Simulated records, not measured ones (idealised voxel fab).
process module | voxel ribs on slabs
cross-section cut | 190 nm wide | cells 5 nm
A cross-section is a grid of square cells, given in bands from the top down. A band is one or more rows of cells.
Each band's line starts with the height of the band's top and of its bottom, in nm. Then come its materials from left to right, each with its width in nm. One material with "throughout" fills the band from edge to edge. "air" is empty space.
Height 0 is the level under which the wafer as received is all one material. The lowest band goes on downwards, as in "0 down".
A width such as "30 to 40" changes by the same amount from each row of cells to the next, from the band's top row to its bottom row.
"no change" after a step means that no cell of the cross-section changed.
closed voids: empty space of 8 cells or more with no open way to the top, each as width x height at its distance from the left edge, in nm
after a step's settings: what the simulator itself notes on the step
overlay nm, on a step with a mask: how far to the right of its planned place the mask lay; to the left if negative
plan
1 op RECEIVE | material Si
2 op DIRECTIONAL_DEP | material SiO2 | thk nm 20
3 op DIRECTIONAL_DEP | material SiN | thk nm 25
4 op PATTERN | tone cover | mask id RIB | material resist | width nm 20 | thk nm 15 | overlay nm 0
5 op DIRECTIONAL_ETCH | etch materials SiN | depth nm 10
6 op STRIP | etch materials resist
7 op PATTERN | tone cover | mask id SLAB | material resist | width nm 70 | thk nm 20 | overlay nm 0
8 op DIRECTIONAL_ETCH | etch materials SiN | depth nm 15
9 op STRIP | etch materials resist
10 op FILL_DEP | material SiO2 | thk nm 25
11 op CMP | height nm 60
12 op DIRECTIONAL_DEP | material TiN | thk nm 5
13 op DIRECTIONAL_DEP | material aC | thk nm 15
14 op PATTERN | tone cover | mask id HEATER | material resist | width nm 30 | thk nm 30 | overlay nm 0
15 op DIRECTIONAL_ETCH | etch materials aC | depth nm 15
16 op STRIP | etch materials resist
17 op DIRECTIONAL_ETCH | etch materials TiN | depth nm 5
18 op STRIP | etch materials aC
19 op CONFORMAL_DEP | material SiO2 | thk nm 10
as received, after step 1
  0 down: Si throughout
  closed voids: none
a wafer at the end: this start, this plan, one mistake
  75 to 70: air 70 | SiO2 50 | air 70
  70 to 65: SiO2 throughout
  65 to 60: SiO2 80 | TiN 30 | SiO2 80
  60 to 55: SiO2 85 | SiN 20 | SiO2 85
  55 to 40: SiO2 60 | SiN 70 | SiO2 60
  40 to 0: SiO2 throughout
  0 down: Si throughout
  closed voids: none
what went wrong: step 2 was run twice
